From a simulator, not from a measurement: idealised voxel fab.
process module | voxel gate over fins
cross-section cut | 275 nm wide | cells 5 nm
A cross-section is a grid of square cells, given in bands from the top down. A band is one or more rows of cells.
Each band's line starts with the height of the band's top and of its bottom, in nm. Then come its materials from left to right, each with its width in nm. One material with "throughout" fills the band from edge to edge. "air" is empty space.
Height 0 is the level under which the wafer as received is all one material. The lowest band goes on downwards, as in "0 down".
A width such as "30 to 40" changes by the same amount from each row of cells to the next, from the band's top row to its bottom row.
"no change" after a step means that no cell of the cross-section changed.
closed voids: empty space of 8 cells or more with no open way to the top, each as width x height at its distance from the left edge, in nm
after a step's settings: what the simulator itself notes on the step
overlay nm, on a step with a mask: how far to the right of its planned place the mask lay; to the left if negative
plan
1 op RECEIVE | material Si
2 op CONFORMAL_DEP | material SiN | thk nm 10
3 op DIRECTIONAL_DEP | material aC | thk nm 15
4 op PATTERN | tone cover | mask id FINS | material resist | width nm 15 | pitch nm 60 | thk nm 30 | overlay nm 0
5 op DIRECTIONAL_ETCH | etch materials aC | depth nm 15
6 op STRIP | etch materials resist
7 op DIRECTIONAL_ETCH | etch materials SiN | depth nm 10
8 op DIRECTIONAL_ETCH | etch materials Si | depth nm 30
9 op STRIP | etch materials aC
10 op FILL_DEP | material SiO2 | thk nm 10
11 op CMP | height nm 10
12 op DIRECTIONAL_DEP | material aC | thk nm 15
13 op PATTERN | tone open | mask id RAIL | material resist | width nm 15 | thk nm 35 | overlay nm -15
14 op DIRECTIONAL_ETCH | etch materials aC | depth nm 15
15 op STRIP | etch materials resist
16 op DIRECTIONAL_ETCH | etch materials SiO2 | depth nm 35
17 op STRIP | etch materials aC
18 op CONFORMAL_DEP | material TiN | thk nm 5
19 op FILL_DEP | material W | thk nm 10
20 op CMP | height nm 10
21 op SELECTIVE_ETCH | etch materials W Ru TiN | depth nm 25
22 op FILL_DEP | material SiO2 | thk nm 5
23 op CMP | height nm 10
24 op SELECTIVE_ETCH | etch materials SiO2 | depth nm 20
25 op STRIP | etch materials SiN
26 op CONFORMAL_DEP | material HfO2 | thk nm 5
27 op CONFORMAL_DEP | material TiN | thk nm 5
28 op CONFORMAL_DEP | material TiAl | thk nm 5
29 op CONFORMAL_DEP | material TiN | thk nm 5
30 op FILL_DEP | material W | thk nm 15
31 op CMP | height nm 30
32 op CONFORMAL_DEP | material SiN | thk nm 10
varied across the wafers: overlay nm of step 13. The plan shows the first wafer's value. All wafers start alike
first wafer as received, after step 1
  0 down: Si throughout
  closed voids: none
first wafer at the end, after step 32
  40 to 30: SiN throughout
  30 to 20: W throughout
  20 to 15: W 80 | TiN 55 | W 5 | TiN 55 | W 80
  15 to 10: W 80 | TiN 5 | TiAl 45 | TiN 5 | W 5 | TiN 5 | TiAl 45 | TiN 5 | W 80
  10 to 5: TiN 85 | TiAl 5 | TiN 35 | TiAl 5 | TiN 15 | TiAl 5 | TiN 35 | TiAl 5 | TiN 85
  5 to 0: TiAl 90 | TiN 5 | HfO2 25 | TiN 5 | TiAl 25 | TiN 5 | HfO2 25 | TiN 5 | TiAl 90
  0 to -5: TiN 95 | HfO2 5 | Si 15 | HfO2 5 | TiN 35 | HfO2 5 | Si 15 | HfO2 5 | TiN 95
  -5 to -10: HfO2 100 | Si 15 | HfO2 45 | Si 15 | HfO2 100
  -10 to -15: SiO2 100 | Si 15 | SiO2 45 | Si 15 | SiO2 100
  -15 to -20: SiO2 100 | Si 15 | TiN 5 | W 5 | TiN 5 | SiO2 30 | Si 15 | SiO2 100
  -20 to -25: SiO2 100 | Si 15 | TiN 15 | SiO2 30 | Si 15 | SiO2 100
  -25 to -30: SiO2 100 | Si 15 | SiO2 45 | Si 15 | SiO2 100
  -30 down: Si throughout
  closed voids: none
last wafer at the end
  40 to 30: SiN throughout
  30 to 20: W throughout
  20 to 15: W 80 | TiN 55 | W 5 | TiN 55 | W 80
  15 to 10: W 80 | TiN 5 | TiAl 45 | TiN 5 | W 5 | TiN 5 | TiAl 45 | TiN 5 | W 80
  10 to 5: TiN 85 | TiAl 5 | TiN 35 | TiAl 5 | TiN 15 | TiAl 5 | TiN 35 | TiAl 5 | TiN 85
  5 to 0: TiAl 90 | TiN 5 | HfO2 25 | TiN 5 | TiAl 25 | TiN 5 | HfO2 25 | TiN 5 | TiAl 90
  0 to -5: TiN 95 | HfO2 5 | Si 15 | HfO2 5 | TiN 35 | HfO2 5 | Si 15 | HfO2 5 | TiN 95
  -5 to -10: HfO2 100 | Si 15 | HfO2 45 | Si 15 | HfO2 100
  -10 to -15: SiO2 100 | Si 15 | SiO2 45 | Si 15 | SiO2 100
  -15 to -20: SiO2 100 | Si 15 | SiO2 30 | TiN 5 | W 5 | TiN 5 | Si 15 | SiO2 100
  -20 to -25: SiO2 100 | Si 15 | SiO2 30 | TiN 15 | Si 15 | SiO2 100
  -25 to -30: SiO2 100 | Si 15 | SiO2 45 | Si 15 | SiO2 100
  -30 down: Si throughout
  closed voids: none
each wafer at the end: cells of each material gained (+) or lost (-) since it was received, then its closed voids
overlay nm -15 | +63 HfO2 | -294 Si | +110 SiN | +190 SiO2 | +63 TiAl | +131 TiN | +177 W | closed voids: none
overlay nm -10 | +63 HfO2 | -294 Si | +110 SiN | +190 SiO2 | +63 TiAl | +131 TiN | +177 W | closed voids: none
overlay nm -5 | +63 HfO2 | -294 Si | +110 SiN | +190 SiO2 | +63 TiAl | +131 TiN | +177 W | closed voids: none
overlay nm 0 | +63 HfO2 | -294 Si | +110 SiN | +190 SiO2 | +63 TiAl | +131 TiN | +177 W | closed voids: none
overlay nm 5 | +63 HfO2 | -294 Si | +110 SiN | +190 SiO2 | +63 TiAl | +131 TiN | +177 W | closed voids: none
overlay nm 10 | +63 HfO2 | -294 Si | +110 SiN | +190 SiO2 | +63 TiAl | +131 TiN | +177 W | closed voids: none
overlay nm 15 | +63 HfO2 | -294 Si | +110 SiN | +190 SiO2 | +63 TiAl | +131 TiN | +177 W | closed voids: none
